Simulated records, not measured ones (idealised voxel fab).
process module | voxel transistor to metal
This is section cut - it's 215 nm across, gridded in 5 nm square cells.
The cross-sections in this document take the form of a grid made of square cells. They are written out as bands, in order from top to bottom. Each band consists of one or more rows of cells. Basically the band line says how high the top is and how high the bottom is, in nm, and then what's in it from left to right, every material with its width in nm. Empty space shows up as "air", and if a single material carries "throughout" it runs the full band edge to edge. Heads up on the height convention: 0 is the point under which the incoming wafer is all one material, and the lowest band has no bottom, it just keeps going down, like "0 and below". The width entry "30 to 40" should be interpreted row by row: the top row of cells in the band takes the first number, the bottom row takes the second number, and the change between adjacent rows is uniform throughout. "no modifications", as given for a step, is the statement that not any cell of the cross-section underwent a change during that step. So "Enclosed void listing" is basically the list of trapped voids: any empty space of 8 cells or more that can't reach the top through an opening. They're written width x height at distance, the distance being from the left edge, and it's all nm. Note: text after step settings on the step line = simulator remark on that step. overlay nm: for a step with a mask, the amount by which the mask lay right of where it was planned; a negative amount means left of it. The remainder of this document consists of a sequence of paired cross-sections. Each pair presents the cross-section prior to one process step together with the cross-section following it, the latter being rendered only as deep as the lowest band that underwent change. The intervening step, together with its settings, is stated beneath each pair. Because the pairs may originate from different runs of this module on the same starting wafer, a given pair is to be read as continuing from the preceding pair only where its entry headed "Before-step section" so indicates.
-- Before-step section
  95 down to 70 = 60 nm air, 20 nm resist, 55 nm air, 20 nm resist, 60 nm air
  70 down to 60 = aC throughout
  60 down to 45 = Ru throughout
  45 down to 40 = TiN throughout
  40 down to 30 = 60 nm SiO2, 5 nm TiN, 10 nm Ru, 5 nm TiN, 55 nm SiO2, 5 nm TiN, 10 nm Ru, 5 nm TiN, 60 nm SiO2
  30 down to 15 = 60 nm SiO2, 5 nm TiN, 10 nm Ru, 5 nm TiN, 5 nm SiO2, 5 nm SiN, 5 nm SiO2, 25 nm SiCN, 5 nm SiO2, 5 nm SiN, 5 nm SiO2, 5 nm TiN, 10 nm Ru, 5 nm TiN, 60 nm SiO2
  15 down to 10 = 60 nm SiO2, 5 nm TiN, 10 nm Ru, 5 nm TiN, 5 nm SiO2, 5 nm SiN, 5 nm SiO2, 25 nm polySi, 5 nm SiO2, 5 nm SiN, 5 nm SiO2, 5 nm TiN, 10 nm Ru, 5 nm TiN, 60 nm SiO2
  10 down to 5 = 60 nm SiO2, 20 nm TiN, 5 nm SiO2, 5 nm SiN, 5 nm SiO2, 25 nm polySi, 5 nm SiO2, 5 nm SiN, 5 nm SiO2, 20 nm TiN, 60 nm SiO2
  5 down to 0 = 50 nm SiO2, 35 nm nSi, 5 nm SiN, 5 nm SiO2, 25 nm polySi, 5 nm SiO2, 5 nm SiN, 35 nm nSi, 50 nm SiO2
  0 down to -5 = 50 nm SiO2, 5 nm SiN, 30 nm nSi, 5 nm SiN, 5 nm SiO2, 25 nm polySi, 5 nm SiO2, 5 nm SiN, 30 nm nSi, 5 nm SiN, 50 nm SiO2
  -5 down to -10 = 55 nm SiO2, 30 nm nSi, 45 nm SiO2, 30 nm nSi, 55 nm SiO2
  -10 down to -25 = 50 nm SiO2, 5 nm Si, 30 nm nSi, 45 nm Si, 30 nm nSi, 5 nm Si, 50 nm SiO2
  -25 down to -30 = 50 nm SiO2, 115 nm Si, 50 nm SiO2
  -30 and below = Si throughout
  Enclosed void listing: none
-- Post-Step Section View
  85 down to 70 = 60 nm air, 20 nm resist, 55 nm air, 20 nm resist, 60 nm air
  70 down to 60 = 60 nm air, 20 nm aC, 55 nm air, 20 nm aC, 60 nm air
  Rest of section, below 60: as before.
  Enclosed void listing: none
Before/after cross-sections above; step in between: op DIRECTIONAL_ETCH | etch materials aC | depth nm 10
Before-step section: starting point is the after cross-section of the pair just above.
-- Post-Step Section View
  70 down to 60 = 60 nm air, 20 nm aC, 55 nm air, 20 nm aC, 60 nm air
  Rest of section, below 60: as before.
  Enclosed void listing: none
Before/after cross-sections above; step in between: op STRIP | etch materials resist
Before-step section: starting point is the after cross-section of the pair just above.
-- Post-Step Section View
  70 down to 60 = 60 nm air, 20 nm aC, 55 nm air, 20 nm aC, 60 nm air
  60 down to 45 = 60 nm air, 20 nm Ru, 55 nm air, 20 nm Ru, 60 nm air
  Rest of section, below 45: as before.
  Enclosed void listing: none
Before/after cross-sections above; step in between: op DIRECTIONAL_ETCH | etch materials Ru | depth nm 15
Before-step section: starting point is the after cross-section of the pair just above.
-- Post-Step Section View
  70 down to 60 = 60 nm air, 20 nm aC, 55 nm air, 20 nm aC, 60 nm air
  60 down to 45 = 60 nm air, 20 nm Ru, 55 nm air, 20 nm Ru, 60 nm air
  45 down to 40 = 60 nm air, 20 nm TiN, 55 nm air, 20 nm TiN, 60 nm air
  Rest of section, below 40: as before.
  Enclosed void listing: none
Before/after cross-sections above; step in between: op DIRECTIONAL_ETCH | etch materials TiN | depth nm 5
Before-step section: starting point is the after cross-section of the pair just above.
-- Post-Step Section View
  60 down to 45 = 60 nm air, 20 nm Ru, 55 nm air, 20 nm Ru, 60 nm air
  Rest of section, below 45: as before.
  Enclosed void listing: none
Before/after cross-sections above; step in between: op STRIP | etch materials aC
Before-step section: starting point is the after cross-section of the pair just above.
-- Post-Step Section View
  70 down to 60 = lowk throughout
  60 down to 45 = 60 nm lowk, 20 nm Ru, 55 nm lowk, 20 nm Ru, 60 nm lowk
  45 down to 40 = 60 nm lowk, 20 nm TiN, 55 nm lowk, 20 nm TiN, 60 nm lowk
  Rest of section, below 40: as before.
  Enclosed void listing: none
Before/after cross-sections above; step in between: op FILL_DEP | material lowk | thk nm 10
Before-step section: starting point is the after cross-section of the pair just above.
-- Post-Step Section View
  65 down to 60 = lowk throughout
  Rest of section, below 60: as before.
  Enclosed void listing: none
Before/after cross-sections above; step in between: op CMP | height nm 65
Before-step section: starting point is the after cross-section of the pair just above.
-- Post-Step Section View
  70 down to 65 = SiN throughout
  Rest of section, below 65: as before.
  Enclosed void listing: none
Before/after cross-sections above; step in between: op CONFORMAL_DEP | material SiN | thk nm 5
-- Before-step section
  45 down to 30 = SiO2 throughout
  30 down to 15 = 85 nm SiO2, 5 nm SiN, 5 nm SiO2, 25 nm SiCN, 5 nm SiO2, 5 nm SiN, 85 nm SiO2
  15 down to 5 = 85 nm SiO2, 5 nm SiN, 5 nm SiO2, 25 nm polySi, 5 nm SiO2, 5 nm SiN, 85 nm SiO2
  5 down to 0 = 50 nm SiO2, 35 nm nSi, 5 nm SiN, 5 nm SiO2, 25 nm polySi, 5 nm SiO2, 5 nm SiN, 35 nm nSi, 50 nm SiO2
  0 down to -5 = 50 nm SiO2, 5 nm SiN, 30 nm nSi, 5 nm SiN, 5 nm SiO2, 25 nm polySi, 5 nm SiO2, 5 nm SiN, 30 nm nSi, 5 nm SiN, 50 nm SiO2
  -5 down to -10 = 55 nm SiO2, 30 nm nSi, 45 nm SiO2, 30 nm nSi, 55 nm SiO2
  -10 down to -25 = 50 nm SiO2, 5 nm Si, 30 nm nSi, 45 nm Si, 30 nm nSi, 5 nm Si, 50 nm SiO2
  -25 down to -30 = 50 nm SiO2, 115 nm Si, 50 nm SiO2
  -30 and below = Si throughout
  Enclosed void listing: none
-- Post-Step Section View
  60 down to 45 = 55 nm resist, 30 nm air, 45 nm resist, 30 nm air, 55 nm resist
  Rest of section, below 45: as before.
  Enclosed void listing: none
Before/after cross-sections above; step in between: op PATTERN | tone open | mask id CONTACT | material resist | width nm 30 | pitch nm 75 | thk nm 15 | overlay nm 0
Before-step section: starting point is the after cross-section of the pair just above.
-- Post-Step Section View
  60 down to 45 = 55 nm resist, 30 nm air, 45 nm resist, 30 nm air, 55 nm resist
  45 down to 30 = 55 nm SiO2, 30 nm air, 45 nm SiO2, 30 nm air, 55 nm SiO2
  30 down to 15 = 55 nm SiO2, 30 nm air, 5 nm SiN, 5 nm SiO2, 25 nm SiCN, 5 nm SiO2, 5 nm SiN, 30 nm air, 55 nm SiO2
  15 down to 5 = 55 nm SiO2, 30 nm air, 5 nm SiN, 5 nm SiO2, 25 nm polySi, 5 nm SiO2, 5 nm SiN, 30 nm air, 55 nm SiO2
  Rest of section, below 5: as before.
  Enclosed void listing: none
Before/after cross-sections above; step in between: op DIRECTIONAL_ETCH | etch materials SiO2 | depth nm 40
Before-step section: starting point is the after cross-section of the pair just above.
-- Post-Step Section View
  45 down to 30 = 55 nm SiO2, 30 nm air, 45 nm SiO2, 30 nm air, 55 nm SiO2
  Rest of section, below 30: as before.
  Enclosed void listing: none
Before/after cross-sections above; step in between: op STRIP | etch materials resist
Before-step section: starting point is the after cross-section of the pair just above.
-- Post-Step Section View
  50 down to 45 = 60 nm TiN, 20 nm air, 55 nm TiN, 20 nm air, 60 nm TiN
  45 down to 30 = 55 nm SiO2, 5 nm TiN, 20 nm air, 5 nm TiN, 45 nm SiO2, 5 nm TiN, 20 nm air, 5 nm TiN, 55 nm SiO2
  30 down to 15 = 55 nm SiO2, 5 nm TiN, 20 nm air, 5 nm TiN, 5 nm SiN, 5 nm SiO2, 25 nm SiCN, 5 nm SiO2, 5 nm SiN, 5 nm TiN, 20 nm air, 5 nm TiN, 55 nm SiO2
  15 down to 10 = 55 nm SiO2, 5 nm TiN, 20 nm air, 5 nm TiN, 5 nm SiN, 5 nm SiO2, 25 nm polySi, 5 nm SiO2, 5 nm SiN, 5 nm TiN, 20 nm air, 5 nm TiN, 55 nm SiO2
  10 down to 5 = 55 nm SiO2, 30 nm TiN, 5 nm SiN, 5 nm SiO2, 25 nm polySi, 5 nm SiO2, 5 nm SiN, 30 nm TiN, 55 nm SiO2
  Rest of section, below 5: as before.
  Enclosed void listing: none
Before/after cross-sections above; step in between: op CONFORMAL_DEP | material TiN | thk nm 5
Before-step section: starting point is the after cross-section of the pair just above.
-- Post-Step Section View
  60 down to 50 = Ru throughout
  50 down to 45 = 60 nm TiN, 20 nm Ru, 55 nm TiN, 20 nm Ru, 60 nm TiN
  45 down to 30 = 55 nm SiO2, 5 nm TiN, 20 nm Ru, 5 nm TiN, 45 nm SiO2, 5 nm TiN, 20 nm Ru, 5 nm TiN, 55 nm SiO2
  30 down to 15 = 55 nm SiO2, 5 nm TiN, 20 nm Ru, 5 nm TiN, 5 nm SiN, 5 nm SiO2, 25 nm SiCN, 5 nm SiO2, 5 nm SiN, 5 nm TiN, 20 nm Ru, 5 nm TiN, 55 nm SiO2
  15 down to 10 = 55 nm SiO2, 5 nm TiN, 20 nm Ru, 5 nm TiN, 5 nm SiN, 5 nm SiO2, 25 nm polySi, 5 nm SiO2, 5 nm SiN, 5 nm TiN, 20 nm Ru, 5 nm TiN, 55 nm SiO2
  Rest of section, below 10: as before.
  Enclosed void listing: none
Before/after cross-sections above; step in between: op FILL_DEP | material Ru | thk nm 10
Before-step section: starting point is the after cross-section of the pair just above.
-- Post-Step Section View
  45 down to 30 = 55 nm SiO2, 5 nm TiN, 20 nm Ru, 5 nm TiN, 45 nm SiO2, 5 nm TiN, 20 nm Ru, 5 nm TiN, 55 nm SiO2
  Rest of section, below 30: as before.
  Enclosed void listing: none
Before/after cross-sections above; step in between: op CMP | height nm 45
Before-step section: starting point is the after cross-section of the pair just above.
-- Post-Step Section View
  50 down to 45 = TiN throughout
  Rest of section, below 45: as before.
  Enclosed void listing: none
Before/after cross-sections above; step in between: op DIRECTIONAL_DEP | material TiN | thk nm 5
Before-step section: starting point is the after cross-section of the pair just above.
-- Post-Step Section View
  65 down to 50 = Ru throughout
  Rest of section, below 50: as before.
  Enclosed void listing: none
Before/after cross-sections above; step in between: op DIRECTIONAL_DEP | material Ru | thk nm 15
Before-step section: starting point is the after cross-section of the pair just above.
-- Post-Step Section View
  75 down to 65 = aC throughout
  Rest of section, below 65: as before.
  Enclosed void listing: none
Before/after cross-sections above; step in between: op DIRECTIONAL_DEP | material aC | thk nm 10
Before-step section: starting point is the after cross-section of the pair just above.
-- Post-Step Section View
  100 down to 75 = 60 nm air, 20 nm resist, 55 nm air, 20 nm resist, 60 nm air
  Rest of section, below 75: as before.
  Enclosed void listing: none
Before/after cross-sections above; step in between: op PATTERN | tone cover | mask id METAL_1 | material resist | width nm 20 | pitch nm 75 | thk nm 25 | overlay nm 0
Before-step section: starting point is the after cross-section of the pair just above.
-- Post-Step Section View
  90 down to 75 = 60 nm air, 20 nm resist, 55 nm air, 20 nm resist, 60 nm air
  75 down to 65 = 60 nm air, 20 nm aC, 55 nm air, 20 nm aC, 60 nm air
  Rest of section, below 65: as before.
  Enclosed void listing: none
Before/after cross-sections above; step in between: op DIRECTIONAL_ETCH | etch materials aC | depth nm 10
Before-step section: starting point is the after cross-section of the pair just above.
-- Post-Step Section View
  75 down to 65 = 60 nm air, 20 nm aC, 55 nm air, 20 nm aC, 60 nm air
  Rest of section, below 65: as before.
  Enclosed void listing: none
Before/after cross-sections above; step in between: op STRIP | etch materials resist
Before-step section: starting point is the after cross-section of the pair just above.
-- Post-Step Section View
  75 down to 65 = 60 nm air, 20 nm aC, 55 nm air, 20 nm aC, 60 nm air
  65 down to 50 = 60 nm air, 20 nm Ru, 55 nm air, 20 nm Ru, 60 nm air
  Rest of section, below 50: as before.
  Enclosed void listing: none
Before/after cross-sections above; step in between: op DIRECTIONAL_ETCH | etch materials Ru | depth nm 15
Before-step section: starting point is the after cross-section of the pair just above.
-- Post-Step Section View
  75 down to 65 = 60 nm air, 20 nm aC, 55 nm air, 20 nm aC, 60 nm air
  65 down to 50 = 60 nm air, 20 nm Ru, 55 nm air, 20 nm Ru, 60 nm air
  50 down to 45 = 60 nm air, 20 nm TiN, 55 nm air, 20 nm TiN, 60 nm air
  Rest of section, below 45: as before.
  Enclosed void listing: none
Before/after cross-sections above; step in between: op DIRECTIONAL_ETCH | etch materials TiN | depth nm 5
Before-step section: starting point is the after cross-section of the pair just above.
-- Post-Step Section View
  65 down to 50 = 60 nm air, 20 nm Ru, 55 nm air, 20 nm Ru, 60 nm air
  Rest of section, below 50: as before.
  Enclosed void listing: none
Before/after cross-sections above; step in between: op STRIP | etch materials aC
Before-step section: starting point is the after cross-section of the pair just above.
-- Post-Step Section View
  75 down to 65 = lowk throughout
  65 down to 50 = 60 nm lowk, 20 nm Ru, 55 nm lowk, 20 nm Ru, 60 nm lowk
  50 down to 45 = 60 nm lowk, 20 nm TiN, 55 nm lowk, 20 nm TiN, 60 nm lowk
  Rest of section, below 45: as before.
  Enclosed void listing: none
Before/after cross-sections above; step in between: op FILL_DEP | material lowk | thk nm 10
Before-step section: starting point is the after cross-section of the pair just above.
-- Post-Step Section View
  65 down to 50 = 60 nm lowk, 20 nm Ru, 55 nm lowk, 20 nm Ru, 60 nm lowk
  Rest of section, below 50: as before.
  Enclosed void listing: none
Before/after cross-sections above; step in between: op CMP | height nm 65
Before-step section: starting point is the after cross-section of the pair just above.
-- Post-Step Section View
  70 down to 65 = SiN throughout
  Rest of section, below 65: as before.
  Enclosed void listing: none
Before/after cross-sections above; step in between: op CONFORMAL_DEP | material SiN | thk nm 5
-- Before-step section
  35 down to 30 = 45 nm SiCN, 125 nm air, 45 nm SiCN
  30 down to 20 = SiCN throughout
  20 down to 15 = 45 nm polySi, 125 nm SiCN, 45 nm polySi
  15 down to 0 = polySi throughout
  0 down to -5 = 45 nm SiO2, 125 nm polySi, 45 nm SiO2
  -5 down to -10 = SiO2 throughout
  -10 down to -30 = 50 nm SiO2, 115 nm Si, 50 nm SiO2
  -30 and below = Si throughout
  Enclosed void listing: none
-- Post-Step Section View
  30 down to 20 = 90 nm air, 25 nm SiCN, 100 nm air
  20 down to 15 = 45 nm polySi, 45 nm air, 25 nm SiCN, 55 nm air, 45 nm polySi
  Rest of section, below 15: as before.
  Enclosed void listing: none
Before/after cross-sections above; step in between: op MASKED_ETCH | tone cover | mask id GATE | width nm 25 | etch materials SiCN | depth nm 25 | overlay nm -5
Before-step section: starting point is the after cross-section of the pair just above.
-- Post-Step Section View
  30 down to 15 = 90 nm air, 25 nm SiCN, 100 nm air
  15 down to 0 = 90 nm air, 30 nm polySi, 95 nm air
  0 down to -5 = 45 nm SiO2, 45 nm air, 30 nm polySi, 50 nm air, 45 nm SiO2
  Rest of section, below -5: as before.
  Enclosed void listing: none
Before/after cross-sections above; step in between: op MASKED_ETCH | tone cover | mask id GATE | width nm 25 | etch materials polySi | depth nm 30 | overlay nm 0
Before-step section: starting point is the after cross-section of the pair just above.
-- Post-Step Section View
  35 down to 30 = 85 nm air, 35 nm SiO2, 95 nm air
  30 down to 20 = 85 nm air, 5 nm SiO2, 25 nm SiCN, 5 nm SiO2, 95 nm air
  20 down to 15 = 85 nm air, 5 nm SiO2, 25 nm SiCN, 10 nm SiO2, 90 nm air
  15 down to 5 = 85 nm air, 5 nm SiO2, 30 nm polySi, 5 nm SiO2, 90 nm air
  5 down to 0 = 50 nm SiO2, 35 nm air, 5 nm SiO2, 30 nm polySi, 5 nm SiO2, 40 nm air, 50 nm SiO2
  0 down to -5 = 90 nm SiO2, 30 nm polySi, 95 nm SiO2
  Rest of section, below -5: as before.
  Enclosed void listing: none
Before/after cross-sections above; step in between: op CONFORMAL_DEP | material SiO2 | thk nm 5
Before-step section: starting point is the after cross-section of the pair just above.
-- Post-Step Section View
  30 down to 15 = 85 nm air, 5 nm SiO2, 25 nm SiCN, 5 nm SiO2, 95 nm air
  15 down to 0 = 85 nm air, 5 nm SiO2, 30 nm polySi, 5 nm SiO2, 90 nm air
  0 down to -5 = 50 nm SiO2, 35 nm air, 5 nm SiO2, 30 nm polySi, 5 nm SiO2, 40 nm air, 50 nm SiO2
  Rest of section, below -5: as before.
  Enclosed void listing: none
Before/after cross-sections above; step in between: op DIRECTIONAL_ETCH | etch materials SiO2 | depth nm 5
Before-step section: starting point is the after cross-section of the pair just above.
-- Post-Step Section View
  35 down to 30 = 80 nm air, 45 nm SiN, 90 nm air
  30 down to 20 = 80 nm air, 5 nm SiN, 5 nm SiO2, 25 nm SiCN, 5 nm SiO2, 5 nm SiN, 90 nm air
  20 down to 15 = 80 nm air, 5 nm SiN, 5 nm SiO2, 25 nm SiCN, 5 nm SiO2, 10 nm SiN, 85 nm air
  15 down to 5 = 80 nm air, 5 nm SiN, 5 nm SiO2, 30 nm polySi, 5 nm SiO2, 5 nm SiN, 85 nm air
  5 down to 0 = 55 nm SiN, 25 nm air, 5 nm SiN, 5 nm SiO2, 30 nm polySi, 5 nm SiO2, 5 nm SiN, 30 nm air, 55 nm SiN
  0 down to -5 = 50 nm SiO2, 35 nm SiN, 5 nm SiO2, 30 nm polySi, 5 nm SiO2, 40 nm SiN, 50 nm SiO2
  Rest of section, below -5: as before.
  Enclosed void listing: none
Before/after cross-sections above; step in between: op CONFORMAL_DEP | material SiN | thk nm 5
Before-step section: starting point is the after cross-section of the pair just above.
-- Post-Step Section View
  30 down to 15 = 80 nm air, 5 nm SiN, 5 nm SiO2, 25 nm SiCN, 5 nm SiO2, 5 nm SiN, 90 nm air
  15 down to 0 = 80 nm air, 5 nm SiN, 5 nm SiO2, 30 nm polySi, 5 nm SiO2, 5 nm SiN, 85 nm air
  0 down to -5 = 50 nm SiO2, 5 nm SiN, 25 nm air, 5 nm SiN, 5 nm SiO2, 30 nm polySi, 5 nm SiO2, 5 nm SiN, 30 nm air, 5 nm SiN, 50 nm SiO2
  Rest of section, below -5: as before.
  Enclosed void listing: none
Before/after cross-sections above; step in between: op DIRECTIONAL_ETCH | etch materials SiN | depth nm 5
Before-step section: starting point is the after cross-section of the pair just above.
-- Post-Step Section View
  30 down to 25 = 80 nm air, 5 nm SiN, 5 nm air, 25 nm SiCN, 5 nm air, 5 nm SiN, 90 nm air
  25 down to 15 = 80 nm air, 5 nm SiN, 5 nm SiO2, 25 nm SiCN, 5 nm SiO2, 5 nm SiN, 90 nm air
  15 down to 0 = 80 nm air, 5 nm SiN, 5 nm SiO2, 30 nm polySi, 5 nm SiO2, 5 nm SiN, 85 nm air
  0 down to -5 = 50 nm air, 5 nm SiN, 25 nm air, 5 nm SiN, 5 nm SiO2, 30 nm polySi, 5 nm SiO2, 5 nm SiN, 30 nm air, 5 nm SiN, 50 nm air
  -5 down to -10 = 55 nm SiO2, 25 nm air, 50 nm SiO2, 30 nm air, 55 nm SiO2
  Rest of section, below -10: as before.
  Enclosed void listing: none
Before/after cross-sections above; step in between: op DIRECTIONAL_ETCH | etch materials SiO2 | depth nm 5
Before-step section: starting point is the after cross-section of the pair just above.
-- Post-Step Section View
  30 down to 25 = 80 nm air, 5 nm SiN, 5 nm air, 25 nm SiCN, 5 nm air, 5 nm SiN, 90 nm air
  25 down to 15 = 80 nm air, 5 nm SiN, 5 nm SiO2, 25 nm SiCN, 5 nm SiO2, 5 nm SiN, 90 nm air
  15 down to 0 = 80 nm air, 5 nm SiN, 5 nm SiO2, 30 nm polySi, 5 nm SiO2, 5 nm SiN, 85 nm air
  0 down to -5 = 50 nm air, 5 nm SiN, 25 nm air, 5 nm SiN, 5 nm SiO2, 30 nm polySi, 5 nm SiO2, 5 nm SiN, 30 nm air, 5 nm SiN, 50 nm air
  -5 down to -10 = 55 nm SiO2, 25 nm air, 50 nm SiO2, 30 nm air, 55 nm SiO2
  -10 down to -25 = 50 nm SiO2, 5 nm Si, 25 nm air, 50 nm Si, 30 nm air, 5 nm Si, 50 nm SiO2
  Rest of section, below -25: as before.
  Enclosed void listing: none
Before/after cross-sections above; step in between: op DIRECTIONAL_ETCH | etch materials Si | depth nm 15
Before-step section: starting point is the after cross-section of the pair just above.
-- Post-Step Section View
  30 down to 25 = 80 nm air, 5 nm SiN, 5 nm air, 25 nm SiCN, 5 nm air, 5 nm SiN, 90 nm air
  25 down to 15 = 80 nm air, 5 nm SiN, 5 nm SiO2, 25 nm SiCN, 5 nm SiO2, 5 nm SiN, 90 nm air
  15 down to 5 = 80 nm air, 5 nm SiN, 5 nm SiO2, 30 nm polySi, 5 nm SiO2, 5 nm SiN, 85 nm air
  5 down to 0 = 50 nm air, 30 nm nSi, 5 nm SiN, 5 nm SiO2, 30 nm polySi, 5 nm SiO2, 5 nm SiN, 35 nm nSi, 50 nm air
  0 down to -5 = 50 nm air, 5 nm SiN, 25 nm nSi, 5 nm SiN, 5 nm SiO2, 30 nm polySi, 5 nm SiO2, 5 nm SiN, 30 nm nSi, 5 nm SiN, 50 nm air
  -5 down to -10 = 55 nm SiO2, 25 nm nSi, 50 nm SiO2, 30 nm nSi, 55 nm SiO2
  -10 down to -25 = 50 nm SiO2, 5 nm Si, 25 nm nSi, 50 nm Si, 30 nm nSi, 5 nm Si, 50 nm SiO2
  Rest of section, below -25: as before.
  Enclosed void listing: none
Before/after cross-sections above; step in between: op EPI | material nSi | thk nm 15
Before-step section: starting point is the after cross-section of the pair just above.
-- Post-Step Section View
  35 down to 30 = SiO2 throughout
  30 down to 15 = 80 nm SiO2, 5 nm SiN, 5 nm SiO2, 25 nm SiCN, 5 nm SiO2, 5 nm SiN, 90 nm SiO2
  15 down to 5 = 80 nm SiO2, 5 nm SiN, 5 nm SiO2, 30 nm polySi, 5 nm SiO2, 5 nm SiN, 85 nm SiO2
  5 down to 0 = 50 nm SiO2, 30 nm nSi, 5 nm SiN, 5 nm SiO2, 30 nm polySi, 5 nm SiO2, 5 nm SiN, 35 nm nSi, 50 nm SiO2
  0 down to -5 = 50 nm SiO2, 5 nm SiN, 25 nm nSi, 5 nm SiN, 5 nm SiO2, 30 nm polySi, 5 nm SiO2, 5 nm SiN, 30 nm nSi, 5 nm SiN, 50 nm SiO2
  Rest of section, below -5: as before.
  Enclosed void listing: none
Before/after cross-sections above; step in between: op FILL_DEP | material SiO2 | thk nm 5
Before-step section: starting point is the after cross-section of the pair just above.
-- Post-Step Section View
  30 down to 15 = 80 nm SiO2, 5 nm SiN, 5 nm SiO2, 25 nm SiCN, 5 nm SiO2, 5 nm SiN, 90 nm SiO2
  Rest of section, below 15: as before.
  Enclosed void listing: none
Before/after cross-sections above; step in between: op CMP | height nm 30
Before-step section: starting point is the after cross-section of the pair just above.
-- Post-Step Section View
  45 down to 30 = SiO2 throughout
  Rest of section, below 30: as before.
  Enclosed void listing: none
Before/after cross-sections above; step in between: op DIRECTIONAL_DEP | material SiO2 | thk nm 15
Before-step section: starting point is the after cross-section of the pair just above.
-- Post-Step Section View
  60 down to 45 = 60 nm resist, 20 nm air, 55 nm resist, 20 nm air, 60 nm resist
  Rest of section, below 45: as before.
  Enclosed void listing: none
Before/after cross-sections above; step in between: op PATTERN | tone open | mask id CONTACT | material resist | width nm 20 | pitch nm 75 | thk nm 15 | overlay nm 0
Before-step section: starting point is the after cross-section of the pair just above.
-- Post-Step Section View
  60 down to 45 = 60 nm resist, 20 nm air, 55 nm resist, 20 nm air, 60 nm resist
  45 down to 30 = 60 nm SiO2, 20 nm air, 55 nm SiO2, 20 nm air, 60 nm SiO2
  30 down to 15 = 60 nm SiO2, 20 nm air, 5 nm SiN, 5 nm SiO2, 25 nm SiCN, 5 nm SiO2, 5 nm SiN, 10 nm SiO2, 20 nm air, 60 nm SiO2
  15 down to 5 = 60 nm SiO2, 20 nm air, 5 nm SiN, 5 nm SiO2, 30 nm polySi, 5 nm SiO2, 5 nm SiN, 5 nm SiO2, 20 nm air, 60 nm SiO2
  Rest of section, below 5: as before.
  Enclosed void listing: none
Before/after cross-sections above; step in between: op DIRECTIONAL_ETCH | etch materials SiO2 | depth nm 40
Before-step section: starting point is the after cross-section of the pair just above.
-- Post-Step Section View
  45 down to 30 = 60 nm SiO2, 20 nm air, 55 nm SiO2, 20 nm air, 60 nm SiO2
  Rest of section, below 30: as before.
  Enclosed void listing: none
Before/after cross-sections above; step in between: op STRIP | etch materials resist
Before-step section: starting point is the after cross-section of the pair just above.
-- Post-Step Section View
  50 down to 45 = 65 nm TiN, 10 nm air, 65 nm TiN, 10 nm air, 65 nm TiN
  45 down to 30 = 60 nm SiO2, 5 nm TiN, 10 nm air, 5 nm TiN, 55 nm SiO2, 5 nm TiN, 10 nm air, 5 nm TiN, 60 nm SiO2
  30 down to 15 = 60 nm SiO2, 5 nm TiN, 10 nm air, 5 nm TiN, 5 nm SiN, 5 nm SiO2, 25 nm SiCN, 5 nm SiO2, 5 nm SiN, 10 nm SiO2, 5 nm TiN, 10 nm air, 5 nm TiN, 60 nm SiO2
  15 down to 10 = 60 nm SiO2, 5 nm TiN, 10 nm air, 5 nm TiN, 5 nm SiN, 5 nm SiO2, 30 nm polySi, 5 nm SiO2, 5 nm SiN, 5 nm SiO2, 5 nm TiN, 10 nm air, 5 nm TiN, 60 nm SiO2
  10 down to 5 = 60 nm SiO2, 20 nm TiN, 5 nm SiN, 5 nm SiO2, 30 nm polySi, 5 nm SiO2, 5 nm SiN, 5 nm SiO2, 20 nm TiN, 60 nm SiO2
  Rest of section, below 5: as before.
  Enclosed void listing: none
Before/after cross-sections above; step in between: op CONFORMAL_DEP | material TiN | thk nm 5
Before-step section: starting point is the after cross-section of the pair just above.
-- Post-Step Section View
  60 down to 50 = Ru throughout
  50 down to 45 = 65 nm TiN, 10 nm Ru, 65 nm TiN, 10 nm Ru, 65 nm TiN
  45 down to 30 = 60 nm SiO2, 5 nm TiN, 10 nm Ru, 5 nm TiN, 55 nm SiO2, 5 nm TiN, 10 nm Ru, 5 nm TiN, 60 nm SiO2
  30 down to 15 = 60 nm SiO2, 5 nm TiN, 10 nm Ru, 5 nm TiN, 5 nm SiN, 5 nm SiO2, 25 nm SiCN, 5 nm SiO2, 5 nm SiN, 10 nm SiO2, 5 nm TiN, 10 nm Ru, 5 nm TiN, 60 nm SiO2
  15 down to 10 = 60 nm SiO2, 5 nm TiN, 10 nm Ru, 5 nm TiN, 5 nm SiN, 5 nm SiO2, 30 nm polySi, 5 nm SiO2, 5 nm SiN, 5 nm SiO2, 5 nm TiN, 10 nm Ru, 5 nm TiN, 60 nm SiO2
  Rest of section, below 10: as before.
  Enclosed void listing: none
Before/after cross-sections above; step in between: op FILL_DEP | material Ru | thk nm 10
Before-step section: starting point is the after cross-section of the pair just above.
-- Post-Step Section View
  45 down to 30 = 60 nm SiO2, 5 nm TiN, 10 nm Ru, 5 nm TiN, 55 nm SiO2, 5 nm TiN, 10 nm Ru, 5 nm TiN, 60 nm SiO2
  Rest of section, below 30: as before.
  Enclosed void listing: none
Before/after cross-sections above; step in between: op CMP | height nm 45
Before-step section: starting point is the after cross-section of the pair just above.
-- Post-Step Section View
  50 down to 45 = TiN throughout
  Rest of section, below 45: as before.
  Enclosed void listing: none
Before/after cross-sections above; step in between: op DIRECTIONAL_DEP | material TiN | thk nm 5
Before-step section: starting point is the after cross-section of the pair just above.
-- Post-Step Section View
  65 down to 50 = Ru throughout
  Rest of section, below 50: as before.
  Enclosed void listing: none
Before/after cross-sections above; step in between: op DIRECTIONAL_DEP | material Ru | thk nm 15
Before-step section: starting point is the after cross-section of the pair just above.
-- Post-Step Section View
  75 down to 65 = aC throughout
  Rest of section, below 65: as before.
  Enclosed void listing: none
Before/after cross-sections above; step in between: op DIRECTIONAL_DEP | material aC | thk nm 10
Before-step section: starting point is the after cross-section of the pair just above.
-- Post-Step Section View
  100 down to 75 = 60 nm air, 20 nm resist, 55 nm air, 20 nm resist, 60 nm air
  Rest of section, below 75: as before.
  Enclosed void listing: none
Before/after cross-sections above; step in between: op PATTERN | tone cover | mask id METAL_1 | material resist | width nm 20 | pitch nm 75 | thk nm 25 | overlay nm 0
Before-step section: starting point is the after cross-section of the pair just above.
-- Post-Step Section View
  90 down to 75 = 60 nm air, 20 nm resist, 55 nm air, 20 nm resist, 60 nm air
  75 down to 65 = 60 nm air, 20 nm aC, 55 nm air, 20 nm aC, 60 nm air
  Rest of section, below 65: as before.
  Enclosed void listing: none
Before/after cross-sections above; step in between: op DIRECTIONAL_ETCH | etch materials aC | depth nm 10
Before-step section: starting point is the after cross-section of the pair just above.
-- Post-Step Section View
  75 down to 65 = 60 nm air, 20 nm aC, 55 nm air, 20 nm aC, 60 nm air
  Rest of section, below 65: as before.
  Enclosed void listing: none
Before/after cross-sections above; step in between: op STRIP | etch materials resist
Before-step section: starting point is the after cross-section of the pair just above.
-- Post-Step Section View
  75 down to 65 = 60 nm air, 20 nm aC, 55 nm air, 20 nm aC, 60 nm air
  65 down to 50 = 60 nm air, 20 nm Ru, 55 nm air, 20 nm Ru, 60 nm air
  Rest of section, below 50: as before.
  Enclosed void listing: none
Before/after cross-sections above; step in between: op DIRECTIONAL_ETCH | etch materials Ru | depth nm 15
